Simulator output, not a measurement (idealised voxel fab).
process module | voxel fin reveal
cross-section cut | 215 nm wide | cells 5 nm
A cross-section is a grid of square cells, given in bands from the top down. A band is one or more rows of cells.
Each band's line starts with the height of the band's top and of its bottom, in nm. Then come its materials from left to right, each with its width in nm. One material with "throughout" fills the band from edge to edge. "air" is empty space.
Height 0 is the level under which the wafer as received is all one material. The lowest band goes on downwards, as in "0 down".
A width such as "30 to 40" changes by the same amount from each row of cells to the next, from the band's top row to its bottom row.
"no change" after a step means that no cell of the cross-section changed.
closed voids: empty space of 8 cells or more with no open way to the top, each as width x height at its distance from the left edge, in nm
after a step's settings: what the simulator itself notes on the step
overlay nm, on a step with a mask: how far to the right of its planned place the mask lay; to the left if negative
plan
1 op RECEIVE | material Si
2 op CONFORMAL_DEP | material SiN | thk nm 10
3 op DIRECTIONAL_DEP | material aC | thk nm 10
4 op PATTERN | tone cover | mask id FINS | material resist | width nm 15 | pitch nm 40 | thk nm 25 | overlay nm 0
5 op DIRECTIONAL_ETCH | etch materials aC | depth nm 10
6 op STRIP | etch materials resist
7 op DIRECTIONAL_ETCH | etch materials SiN | depth nm 10
8 op DIRECTIONAL_ETCH | etch materials Si | depth nm 30
9 op STRIP | etch materials aC
10 op OXIDIZE | depth nm 5
11 op FILL_DEP | material SiO2 | thk nm 10
12 op CMP | height nm 10
13 op SELECTIVE_ETCH | etch materials SiO2 | depth nm 25
14 op STRIP | etch materials SiN
first wafer, as planned
as received, after step 1
  0 down: Si throughout
  closed voids: none
after step 2
  10 to 0: SiN throughout
  below 0: unchanged
after step 3
  20 to 10: aC throughout
  below 10: unchanged
after step 4
  45 to 20: air 60 | resist 15 | air 25 | resist 15 | air 25 | resist 15 | air 60
  below 20: unchanged
after step 5
  35 to 20: air 60 | resist 15 | air 25 | resist 15 | air 25 | resist 15 | air 60
  20 to 10: air 60 | aC 15 | air 25 | aC 15 | air 25 | aC 15 | air 60
  below 10: unchanged
after step 6
  20 to 10: air 60 | aC 15 | air 25 | aC 15 | air 25 | aC 15 | air 60
  below 10: unchanged
after step 7
  20 to 10: air 60 | aC 15 | air 25 | aC 15 | air 25 | aC 15 | air 60
  10 to 0: air 60 | SiN 15 | air 25 | SiN 15 | air 25 | SiN 15 | air 60
  below 0: unchanged
after step 8
  20 to 10: air 60 | aC 15 | air 25 | aC 15 | air 25 | aC 15 | air 60
  10 to 0: air 60 | SiN 15 | air 25 | SiN 15 | air 25 | SiN 15 | air 60
  0 to -30: air 60 | Si 15 | air 25 | Si 15 | air 25 | Si 15 | air 60
  below -30: unchanged
after step 9
  10 to 0: air 60 | SiN 15 | air 25 | SiN 15 | air 25 | SiN 15 | air 60
  below 0: unchanged
after step 10
  10 to 0: air 60 | SiN 15 | air 25 | SiN 15 | air 25 | SiN 15 | air 60
  0 to -30: air 60 | SiO2 5 | Si 5 | SiO2 5 | air 25 | SiO2 5 | Si 5 | SiO2 5 | air 25 | SiO2 5 | Si 5 | SiO2 5 | air 60
  -30 to -35: SiO2 65 | Si 5 | SiO2 35 | Si 5 | SiO2 35 | Si 5 | SiO2 65
  below -35: unchanged
after step 11
  20 to 10: SiO2 throughout
  10 to 0: SiO2 60 | SiN 15 | SiO2 25 | SiN 15 | SiO2 25 | SiN 15 | SiO2 60
  0 to -35: SiO2 65 | Si 5 | SiO2 35 | Si 5 | SiO2 35 | Si 5 | SiO2 65
  below -35: unchanged
after step 12
  10 to 0: SiO2 60 | SiN 15 | SiO2 25 | SiN 15 | SiO2 25 | SiN 15 | SiO2 60
  below 0: unchanged
after step 13
  10 to 0: air 60 | SiN 15 | air 25 | SiN 15 | air 25 | SiN 15 | air 60
  0 to -15: air 65 | Si 5 | air 35 | Si 5 | air 35 | Si 5 | air 65
  below -15: unchanged
after step 14
  0 to -15: air 65 | Si 5 | air 35 | Si 5 | air 35 | Si 5 | air 65
  below -15: unchanged
second wafer: like start, like plan, one mistake. Through step 12 it matches the first wafer
when step 13 should have ended
  10 to 0: SiO2 60 | air 15 | SiO2 25 | air 15 | SiO2 25 | air 15 | SiO2 60
  below 0: unchanged
when step 14 should have ended
  0 to -15: air 65 | Si 5 | air 35 | Si 5 | air 35 | Si 5 | air 65
  -15 to -25: SiO2 35 | air 30 | Si 5 | air 35 | Si 5 | air 35 | Si 5 | air 30 | SiO2 35
  below -25: unchanged
what went wrong: steps 13 and 14 were swapped
at the end the second wafer has, in cells: 52 fewer of SiO2
